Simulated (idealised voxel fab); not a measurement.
The name of this process module is voxel capacitor over wiring.
Section shown: cut. Width: 235 nm. Cell size: 5 nm, square.
This document writes a cross-section as a grid whose cells are square, and gives it as bands, listed from the top down; one or more rows of cells form a band.
Heights first: top, then bottom, in nm. Then materials, left to right, each with a width in nm. "throughout" on a single material: fills the band edge to edge. "air": empty space.
Ref level 0: as-received wafer is one material below here. Bottom band extends down with no lower bound ("0 -> down").
The two numbers in a width such as "30 to 40" mark its ends across the band: the first belongs to the top row of cells, the second to the bottom row, and from each row to the next the width moves by the same amount.
The designation "remained the same", where it is given for a processing step, indicates that no cell of the cross-section was altered in the course of that step.
What "Sealed internal cavities" gives you is every empty space of 8 cells or more that is cut off from the top. Each appears as width x height at distance, with the distance taken from the left edge and width, height and distance all in nm.
Past the settings on a step's line: simulator remark, on that step.
What "overlay nm" on a step's line means: if the step has a mask, that mask lay this far to the right of its planned place, or, when the value is negative, to the left.
## This section lists the process steps that were planned
1. RECEIVE with material Si
2. CONFORMAL_DEP with material SiO2, thk nm 10
3. CONFORMAL_DEP with material SiCN, thk nm 5
4. DIRECTIONAL_DEP with material SiO2, thk nm 15
5. DIRECTIONAL_DEP with material aC, thk nm 15
6. PATTERN with tone open, mask id METAL_1, material resist, width nm 20, pitch nm 80, thk nm 35, overlay nm 0
7. DIRECTIONAL_ETCH with etch materials aC, depth nm 15
8. STRIP with etch materials resist
9. DIRECTIONAL_ETCH with etch materials SiO2, depth nm 15
10. DIRECTIONAL_ETCH with etch materials SiCN, depth nm 5
11. STRIP with etch materials aC
12. CONFORMAL_DEP with material TiN, thk nm 5
13. FILL_DEP with material Cu, thk nm 5
14. CMP with height nm 30
15. CONFORMAL_DEP with material SiCN, thk nm 5
16. DIRECTIONAL_DEP with material SiO2, thk nm 15
17. PATTERN with tone open, mask id PLUG_1, material resist, width nm 15, thk nm 15, overlay nm 0
18. DIRECTIONAL_ETCH with etch materials SiO2, depth nm 15
19. DIRECTIONAL_ETCH with etch materials SiCN, depth nm 5
20. STRIP with etch materials resist
21. CONFORMAL_DEP with material TiN, thk nm 5
22. FILL_DEP with material W, thk nm 10
23. CMP with height nm 50
24. DIRECTIONAL_DEP with material TiN, thk nm 10
25. DIRECTIONAL_DEP with material HfO2, thk nm 5
26. DIRECTIONAL_DEP with material TiN, thk nm 5
27. PATTERN with tone cover, mask id UPPER_PLATE, material resist, width nm 65, thk nm 20, overlay nm 0
28. DIRECTIONAL_ETCH with etch materials TiN, depth nm 5
29. DIRECTIONAL_ETCH with etch materials HfO2, depth nm 5
30. STRIP with etch materials resist
31. PATTERN with tone cover, mask id LOWER_PLATE, material resist, width nm 75, thk nm 20, overlay nm 0
32. DIRECTIONAL_ETCH with etch materials TiN, depth nm 10
33. STRIP with etch materials resist
34. FILL_DEP with material SiO2, thk nm 20
35. CMP with height nm 85
36. PATTERN with tone open, mask id PLUG_2, material resist, width nm 15, thk nm 15, overlay nm 0
37. DIRECTIONAL_ETCH with etch materials SiO2, depth nm 15
38. STRIP with etch materials resist
39. CONFORMAL_DEP with material TiN, thk nm 5
40. FILL_DEP with material W, thk nm 10
41. CMP with height nm 85
42. CONFORMAL_DEP with material SiN, thk nm 5
## Cross-section of the incoming wafer, state after step 1
  0 -> down | Si throughout
  Sealed internal cavities: none
## Wafer cross-section at end of module: start and plan as shown above, one execution error
  90 -> 85 | SiN throughout
  85 -> 75 | SiO2 (80)  TiN (5)  W (5)  TiN (5)  SiO2 (140)
  75 -> 65 | SiO2 (80 to 70)  TiN (15 to 65)  SiO2 (140 to 100)
  65 -> 60 | SiO2 (70)  HfO2 (65)  SiO2 (100)
  60 -> 50 | SiO2 (65)  TiN (75)  SiO2 (95)
  50 -> 35 | SiO2 (70)  TiN (5)  W (5)  TiN (5)  SiO2 (150)
  35 -> 30 | SiCN (70)  TiN (15)  SiCN (150)
  30 -> 15 | Cu (60)  TiN (5)  SiO2 (20)  TiN (5)  Cu (50)  TiN (5)  SiO2 (20)  TiN (5)  Cu (65)
  15 -> 10 | TiN (65)  SiCN (20)  TiN (60)  SiCN (20)  TiN (70)
  10 -> 0 | SiO2 throughout
  0 -> down | Si throughout
  Sealed internal cavities: none
Processing error: rather than as planned, step 6 actually ran as PATTERN with tone cover, mask id METAL_1, material resist, width nm 20, pitch nm 80, thk nm 35, overlay nm 0
